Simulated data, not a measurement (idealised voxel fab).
process module | voxel lift off
Square cell edge 5 nm, section width 210 nm, ID cut.
Just so we're on the same page, the cross-sections are grids of square cells, and they're listed out in bands top to bottom, each band one or more rows deep.
Top, bottom (nm), then materials left to right with widths (nm); lone material tagged "throughout" fills the whole band edge to edge; "blank" = empty space.
Height reference: 0 = level under which incoming wafer is all one material. Lowest band: no bottom, runs on downward, e.g. "0 and below".
Width "30->40": first value at the band's top row of cells, second value at its bottom row, equal change from row to row.
Any step labelled "everything unchanged" changed none of the cells in the cross-section.
Each empty space that has no open way to the top and spans at least 8 cells appears under "Trapped cavities" as width x height at distance, the distance counted from the left edge, all in nm.
Whatever follows a step's settings on its line is a remark the simulator itself makes about that step.
"overlay nm" denotes, for a step that has a mask, the displacement of the mask to the right of its planned place, with negative values corresponding to the left.
THIS SECTION LISTS THE PROCESS STEPS THAT WERE PLANNED
1 RECEIVE | material Si
2 CONFORMAL_DEP | material SiO2 | thk nm 5
3 PATTERN | tone open | mask id LINES | material resist | width nm 20 | pitch nm 35 | thk nm 20 | overlay nm 0
4 DIRECTIONAL_DEP | material Ru | thk nm 5
5 STRIP | etch materials resist
6 CONFORMAL_DEP | material SiCN | thk nm 10
RECEIVED-STATE CROSS-SECTION, REFLECTING COMPLETION OF STEP 1
> 0 and below: Si throughout
> Trapped cavities: none
CROSS-SECTIONAL IMAGE OF THE FIRST OF TWO WAFERS AT THE END OF THE MODULE, THE RUN HAVING PROCEEDED AS PLANNED
> 20 down to 15: blank (50), SiCN (110), blank (50)
> 15 down to 10: SiCN throughout
> 10 down to 5: SiCN (60), Ru (20), SiCN (15), Ru (20), SiCN (15), Ru (20), SiCN (60)
> 5 down to 0: SiO2 throughout
> 0 and below: Si throughout
> Trapped cavities: none
SECOND WAFER CROSS-SECTION AT END OF MODULE - SHARED START AND PLAN WITH THE FIRST, ONE MISTAKE IN THE RUN
> 30 down to 20: blank (50), SiCN (110), blank (50)
> 20 down to 15: blank (50), SiCN (10), Ru (20), SiCN (15), Ru (20), SiCN (15), Ru (20), SiCN (10), blank (50)
> 15 down to 5: SiCN (60), Ru (20), SiCN (15), Ru (20), SiCN (15), Ru (20), SiCN (60)
> 5 down to 0: SiO2 throughout
> 0 and below: Si throughout
> Trapped cavities: none
Deviation noted in wafer processing: step 4 ran as: DIRECTIONAL_DEP | material Ru | thk nm 15
Upon completion, the second wafer contains, in terms of cells, a greater or smaller amount of certain materials than the first wafer: 24 more of Ru | 20 more of SiCN
